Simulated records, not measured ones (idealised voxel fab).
The following process module bears the name voxel lift off.
In the cross-section labelled cut, the width is 220 nm and each square cell is 5 nm.
Notation: cross-section as square-cell grid; stated in bands, top first, going down; one or more cell rows per band. The band entry comprises the height of the band's top followed by the height of its bottom, expressed in nm, and subsequently the band's materials from left to right, each stated together with its width in nm. Where a single material is marked with the word "all across", that material fills the band from edge to edge. The word "air" represents empty space. Where do heights start? At 0: under that level the wafer as delivered is made of one material only. And the lowest band has no floor; it just carries on downward, as in "0 nm and below". Graded width ("30..40"): value in top row of band = first number; value in bottom row = second number; row-to-row change constant. "changes: none" after a step means that no cell of the cross-section changed. You'll see "Catalogued sealed voids" listing empty spaces that have no way open to the top, as long as they're 8 cells or more; the notation is width x height at distance, where the distance is from the left edge, and all of it is in nm. That trailing text on a step's line, after the settings, is the simulator's own remark on the step. "overlay nm" denotes, for a step that has a mask, the displacement of the mask to the right of its planned place, with negative values corresponding to the left.

## List of planned process steps
1: op RECEIVE | material Si
2: op CONFORMAL_DEP | material SiN | thk nm 5
3: op PATTERN | tone open | mask id LINES | material resist | width nm 25 | pitch nm 50 | thk nm 20 | overlay nm 0
4: op DIRECTIONAL_DEP | material Ru | thk nm 10
5: op STRIP | etch materials resist
6: op CONFORMAL_DEP | material SiCN | thk nm 10

## as received, after step 1
> 0 nm and below: Si all across
> Catalogued sealed voids: none

## Here's the cross-section of the first of our two wafers at the end of the module - it ran as planned
> 25 nm to 15 nm: air 10; SiCN 45; air 5; SiCN 45; air 5; SiCN 45; air 5; SiCN 45; air 15
> 15 nm to 5 nm: SiCN 20; Ru 25; SiCN 25; Ru 25; SiCN 25; Ru 25; SiCN 25; Ru 25; SiCN 25
> 5 nm to 0 nm: SiN all across
> 0 nm and below: Si all across
> Catalogued sealed voids: none

## Same start, same plan as the first wafer - but one mistake in the run. Cross-section of the second of the two at the end of the module
> 20 nm to 10 nm: air 10; SiCN 45; air 5; SiCN 45; air 5; SiCN 45; air 5; SiCN 45; air 15
> 10 nm to 0 nm: SiCN 20; Ru 25; SiCN 25; Ru 25; SiCN 25; Ru 25; SiCN 25; Ru 25; SiCN 25
> 0 nm and below: Si all across
> Catalogued sealed voids: none
Where did the run depart from the plan? execution of step 2 of the plan did not take place, the step having been omitted
The closing comparison, in cells, has the second wafer with more or fewer of some materials than the first: SiN -44
